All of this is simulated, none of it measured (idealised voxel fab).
The following is a process module called voxel wiring stack.
Cross-section cut: width 200 nm, square cells of 5 nm.
Each cross-section below is a grid of square cells, stated as bands in top-down order, with one or more rows of cells making up each band. Quick guide to a band line: top height, bottom height (nm) up front; then every material left to right with its width in nm. Only one material and it's marked "full width"? Then it fills the band edge to edge. And "blank" just means empty space. Ref level 0: as-received wafer is one material below here. Bottom band extends down with no lower bound ("0 -> down"). A width given as "30->40" starts at the first number in the band's top row and ends at the second number in its bottom row, shifting by an equal amount at every step from row to row. It should be understood that the words "no modifications", when stated for a given step, signify that the cross-section underwent no change in any of its cells during that step. In "Closed cavity list" the enclosed voids are listed, meaning empty spaces of 8 cells or larger without any opening to the top. The form is width x height at distance, distance from the left edge, units nm. What comes after the settings on a step's line is commentary from the simulator itself on that step. The line of a step may include "overlay nm". On a step with a mask, this value is how far to the right of its planned place the mask lay. A negative value means the mask lay to the left.

[Steps planned for the process]
- 1: op RECEIVE | material Si
- 2: op CONFORMAL_DEP | material SiO2 | thk nm 15
- 3: op CONFORMAL_DEP | material SiCN | thk nm 5
- 4: op DIRECTIONAL_DEP | material lowk | thk nm 20
- 5: op DIRECTIONAL_DEP | material aC | thk nm 10
- 6: op PATTERN | tone open | mask id METAL_1 | material resist | width nm 25 | pitch nm 40 | thk nm 25 | overlay nm -10
- 7: op DIRECTIONAL_ETCH | etch materials aC | depth nm 10
- 8: op STRIP | etch materials resist
- 9: op DIRECTIONAL_ETCH | etch materials lowk | depth nm 20
- 10: op DIRECTIONAL_ETCH | etch materials SiCN | depth nm 5
- 11: op STRIP | etch materials aC
- 12: op CONFORMAL_DEP | material TiN | thk nm 5
- 13: op FILL_DEP | material Ru | thk nm 10
- 14: op CMP | height nm 40
- 15: op CONFORMAL_DEP | material SiCN | thk nm 5
- 16: op DIRECTIONAL_DEP | material lowk | thk nm 35
- 17: op DIRECTIONAL_DEP | material aC | thk nm 15
- 18: op PATTERN | tone open | mask id METAL_2_HOLES | material resist | width nm 15 | pitch nm 40 | thk nm 30 | overlay nm 0
- 19: op DIRECTIONAL_ETCH | etch materials aC | depth nm 15
- 20: op STRIP | etch materials resist
- 21: op DIRECTIONAL_ETCH | etch materials lowk | depth nm 35
- 22: op STRIP | etch materials aC
- 23: op DIRECTIONAL_DEP | material aC | thk nm 10
- 24: op PATTERN | tone open | mask id METAL_2 | material resist | width nm 25 | pitch nm 40 | thk nm 25 | overlay nm 0
- 25: op DIRECTIONAL_ETCH | etch materials aC | depth nm 10
- 26: op STRIP | etch materials resist
- 27: op DIRECTIONAL_ETCH | etch materials lowk | depth nm 20
- 28: op DIRECTIONAL_ETCH | etch materials SiCN | depth nm 5
- 29: op STRIP | etch materials aC
- 30: op CONFORMAL_DEP | material TiN | thk nm 5
- 31: op FILL_DEP | material Cu | thk nm 5
- 32: op CMP | height nm 80
- 33: op CONFORMAL_DEP | material SiCN | thk nm 5
- 34: op DIRECTIONAL_DEP | material lowk | thk nm 10
- 35: op MASKED_ETCH | tone open | mask id PLUG_2 | width nm 15 | pitch nm 80 | etch materials lowk | depth nm 10 | overlay nm 0
- 36: op MASKED_ETCH | tone open | mask id PLUG_2 | width nm 15 | pitch nm 80 | etch materials SiCN | depth nm 5 | overlay nm 0
- 37: op CONFORMAL_DEP | material TiN | thk nm 5
- 38: op FILL_DEP | material W | thk nm 10
- 39: op CMP | height nm 95
- 40: op DIRECTIONAL_DEP | material TiN | thk nm 5
- 41: op DIRECTIONAL_DEP | material Ru | thk nm 25
- 42: op PATTERN | tone cover | mask id METAL_3 | material resist | width nm 25 | pitch nm 40 | thk nm 20 | overlay nm 0
- 43: op DIRECTIONAL_ETCH | etch materials Ru | depth nm 25
- 44: op DIRECTIONAL_ETCH | etch materials TiN | depth nm 5
- 45: op STRIP | etch materials resist
- 46: op FILL_DEP | material lowk | thk nm 10
- 47: op CMP | height nm 125
- 48: op CONFORMAL_DEP | material SiCN | thk nm 5
The overlay nm used in step 6 is not the same on every wafer, whereas the starting condition is; the value printed in the plan is the first wafer's.

[The first of several wafers in cross-section, exactly as it reached us after step 1]
0 -> down  Si full width
Closed cavity list: none

[For your reference, the table is organized with a row per wafer; each row reflects the wafer at the end of the module, indicating for each material the cells gained (+) or lost (-) since receipt, and thereafter its closed voids]
overlay nm -10, +52 Cu, +148 Ru, +122 SiCN, +120 SiO2, +162 TiN, +4 W, +432 lowk, Closed cavity list: none
overlay nm -5, +52 Cu, +148 Ru, +122 SiCN, +120 SiO2, +162 TiN, +4 W, +432 lowk, Closed cavity list: none
overlay nm 0, +52 Cu, +148 Ru, +122 SiCN, +120 SiO2, +162 TiN, +4 W, +432 lowk, Closed cavity list: none
overlay nm 5, +52 Cu, +148 Ru, +122 SiCN, +120 SiO2, +162 TiN, +4 W, +432 lowk, Closed cavity list: none
overlay nm 10, +52 Cu, +148 Ru, +122 SiCN, +120 SiO2, +162 TiN, +4 W, +432 lowk, Closed cavity list: none
overlay nm 15, +52 Cu, +148 Ru, +122 SiCN, +120 SiO2, +162 TiN, +4 W, +432 lowk, Closed cavity list: none
